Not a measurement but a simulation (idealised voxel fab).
process module | voxel wiring stack
cross-section cut | 195 nm wide | cells 5 nm
A cross-section is a grid of square cells, given in bands from the top down. A band is one or more rows of cells.
Each band's line starts with the height of the band's top and of its bottom, in nm. Then come its materials from left to right, each with its width in nm. One material with "throughout" fills the band from edge to edge. "air" is empty space.
Height 0 is the level under which the wafer as received is all one material. The lowest band goes on downwards, as in "0 down".
A width such as "30 to 40" changes by the same amount from each row of cells to the next, from the band's top row to its bottom row.
"no change" after a step means that no cell of the cross-section changed.
closed voids: empty space of 8 cells or more with no open way to the top, each as width x height at its distance from the left edge, in nm
after a step's settings: what the simulator itself notes on the step
overlay nm, on a step with a mask: how far to the right of its planned place the mask lay; to the left if negative
plan
1 op RECEIVE | material Si
2 op CONFORMAL_DEP | material SiO2 | thk nm 10
3 op CONFORMAL_DEP | material SiCN | thk nm 5
4 op DIRECTIONAL_DEP | material SiO2 | thk nm 15
5 op PATTERN | tone open | mask id METAL_1 | material resist | width nm 25 | pitch nm 55 | thk nm 15 | overlay nm 0
6 op DIRECTIONAL_ETCH | etch materials SiO2 | depth nm 15
7 op DIRECTIONAL_ETCH | etch materials SiCN | depth nm 5
8 op STRIP | etch materials resist
9 op CONFORMAL_DEP | material TiN | thk nm 5
10 op FILL_DEP | material W | thk nm 5
11 op CMP | height nm 30
12 op CONFORMAL_DEP | material SiCN | thk nm 5
13 op DIRECTIONAL_DEP | material lowk | thk nm 15
14 op PATTERN | tone open | mask id PLUG_1 | material resist | width nm 15 | pitch nm 55 | thk nm 15 | overlay nm 0
15 op DIRECTIONAL_ETCH | etch materials lowk | depth nm 15
16 op DIRECTIONAL_ETCH | etch materials SiCN | depth nm 5
17 op STRIP | etch materials resist
18 op CONFORMAL_DEP | material TiN | thk nm 5
19 op FILL_DEP | material Ru | thk nm 10
20 op CMP | height nm 50
21 op DIRECTIONAL_DEP | material TiN | thk nm 5
22 op DIRECTIONAL_DEP | material W | thk nm 15
23 op DIRECTIONAL_DEP | material aC | thk nm 10
24 op PATTERN | tone cover | mask id METAL_2 | material resist | width nm 25 | pitch nm 55 | thk nm 25 | overlay nm 0
25 op DIRECTIONAL_ETCH | etch materials aC | depth nm 10
26 op STRIP | etch materials resist
27 op DIRECTIONAL_ETCH | etch materials W | depth nm 15
28 op DIRECTIONAL_ETCH | etch materials TiN | depth nm 5
29 op STRIP | etch materials aC
30 op CONFORMAL_DEP | material SiN | thk nm 5
31 op FILL_DEP | material SiO2 | thk nm 5
32 op CMP | height nm 70
33 op CONFORMAL_DEP | material SiCN | thk nm 5
34 op DIRECTIONAL_DEP | material lowk | thk nm 25
35 op MASKED_ETCH | tone open | mask id METAL_3_HOLES | width nm 15 | etch materials lowk | depth nm 25 | overlay nm 0
36 op PATTERN | tone open | mask id METAL_3 | material resist | width nm 25 | pitch nm 55 | thk nm 20 | overlay nm 0
37 op DIRECTIONAL_ETCH | etch materials lowk | depth nm 15
38 op DIRECTIONAL_ETCH | etch materials SiCN | depth nm 5
39 op STRIP | etch materials resist
40 op CONFORMAL_DEP | material TiN | thk nm 5
41 op FILL_DEP | material Cu | thk nm 10
42 op CMP | height nm 100
43 op CONFORMAL_DEP | material SiCN | thk nm 5
as received, after step 1
  0 down: Si throughout
  closed voids: none
a wafer at the end: this start, this plan, one mistake
  105 to 100: SiCN throughout
  100 to 90: lowk 55 | TiN 5 | Cu 15 | TiN 5 | lowk 30 | TiN 5 | Cu 15 | TiN 5 | lowk 60
  90 to 85: lowk 55 | TiN 5 | Cu 5 | TiN 15 | lowk 30 | TiN 25 | lowk 60
  85 to 75: lowk 55 | TiN 5 | Cu 5 | TiN 5 | lowk 125
  75 to 70: SiCN 55 | TiN 15 | SiCN 125
  70 to 55: SiO2 50 | SiN 5 | W 25 | SiN 5 | SiO2 20 | SiN 5 | W 25 | SiN 5 | SiO2 55
  55 to 50: SiN 55 | TiN 25 | SiN 30 | TiN 25 | SiN 60
  50 to 35: Ru 50 | TiN 5 | lowk 15 | TiN 5 | Ru 30 | TiN 5 | lowk 15 | TiN 5 | Ru 65
  35 to 30: TiN 55 | SiCN 15 | TiN 40 | SiCN 15 | TiN 70
  30 to 15: SiO2 55 | TiN 5 | W 15 | TiN 5 | SiO2 30 | TiN 5 | W 15 | TiN 5 | SiO2 60
  15 to 10: SiCN 55 | TiN 25 | SiCN 30 | TiN 25 | SiCN 60
  10 to 0: SiO2 throughout
  0 down: Si throughout
  closed voids: none
what went wrong: step 14 ran as: op PATTERN | tone cover | mask id PLUG_1 | material resist | width nm 15 | pitch nm 55 | thk nm 15 | overlay nm 0
